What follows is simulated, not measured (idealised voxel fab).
Name of the process module below: voxel double patterning
FYI the section here is cut, 165 nm wide, cells are 5 nm squares.
In this document a cross-section is written as a grid of square cells. It is given as a series of bands, listed from the top down, and a band is one or more rows of cells.
Heads up on the band format: heights come first, top then bottom, in nm. After that it's the materials left to right, each with its width in nm. A single material flagged "throughout" fills the whole band edge to edge, and "empty" means there's empty space there.
Convention: height 0 is the level below which the wafer, as received, is all one material. The lowest band does not terminate at the bottom but continues downward, represented as "z 0 and below".
Width: "30 to 40" (first number = top row, second number = bottom row, same change from row to row of cells).
You'll sometimes find "nothing altered" written for a step, and that's the way of saying that nowhere in the cross-section did a cell change during that step.
In "Fully sealed cavities" the enclosed voids are listed, meaning empty spaces of 8 cells or larger without any opening to the top. The form is width x height at distance, distance from the left edge, units nm.
What comes after the settings on a step's line is commentary from the simulator itself on that step.
overlay nm: right-of-plan distance of the mask on a masked step; negative values mean left-of-plan.
Planned process steps
| 1 | RECEIVE | material Si |
| 2 | CONFORMAL_DEP | material SiO2 | thk nm 10 |
| 3 | DIRECTIONAL_DEP | material TiN | thk nm 20 |
| 4 | DIRECTIONAL_DEP | material SiCN | thk nm 5 |
| 5 | DIRECTIONAL_DEP | material aC | thk nm 15 |
| 6 | PATTERN | tone open | mask id FIRST | material resist | width nm 15 | pitch nm 50 | thk nm 35 | overlay nm 0 |
| 7 | DIRECTIONAL_ETCH | etch materials aC | depth nm 5 |
| 8 | STRIP | etch materials resist |
| 9 | DIRECTIONAL_ETCH | etch materials SiCN | depth nm 5 |
| 10 | STRIP | etch materials aC |
| 11 | PATTERN | tone open | mask id SECOND | material resist | width nm 15 | pitch nm 50 | thk nm 20 | overlay nm 0 |
| 12 | DIRECTIONAL_ETCH | etch materials SiCN | depth nm 5 |
| 13 | STRIP | etch materials resist |
| 14 | DIRECTIONAL_ETCH | etch materials TiN | depth nm 20 |
| 15 | STRIP | etch materials SiCN |
Same starting wafers, different depth nm at step 7. Plan value belongs to the first wafer.
Cut through the first of several wafers as received, post step 1
z 0 and below | Si throughout
Fully sealed cavities: none
Cross-section of the first of several wafers once the module has run through its last step, step 15
z 30 to 10 | 50 nm TiN; 15 nm empty; 35 nm TiN; 15 nm empty; 50 nm TiN
z 10 to 0 | SiO2 throughout
z 0 and below | Si throughout
Fully sealed cavities: none
Last wafer at the end
z 30 to 10 | 25 nm TiN; 15 nm empty; 10 nm TiN; 15 nm empty; 10 nm TiN; 15 nm empty; 10 nm TiN; 15 nm empty; 10 nm TiN; 15 nm empty; 25 nm TiN
z 10 to 0 | SiO2 throughout
z 0 and below | Si throughout
Fully sealed cavities: none
Heads up, this table goes wafer by wafer. A row tells you, at the end of the module, how many cells of each material that wafer has put on (+) or dropped (-) since it was received, and then its closed voids
depth nm 5, +66 SiO2, +108 TiN, Fully sealed cavities: none
depth nm 10, +66 SiO2, +108 TiN, Fully sealed cavities: none
depth nm 15, +66 SiO2, +72 TiN, Fully sealed cavities: none
depth nm 20, +66 SiO2, +72 TiN, Fully sealed cavities: none
depth nm 25, +66 SiO2, +72 TiN, Fully sealed cavities: none
depth nm 30, +66 SiO2, +72 TiN, Fully sealed cavities: none
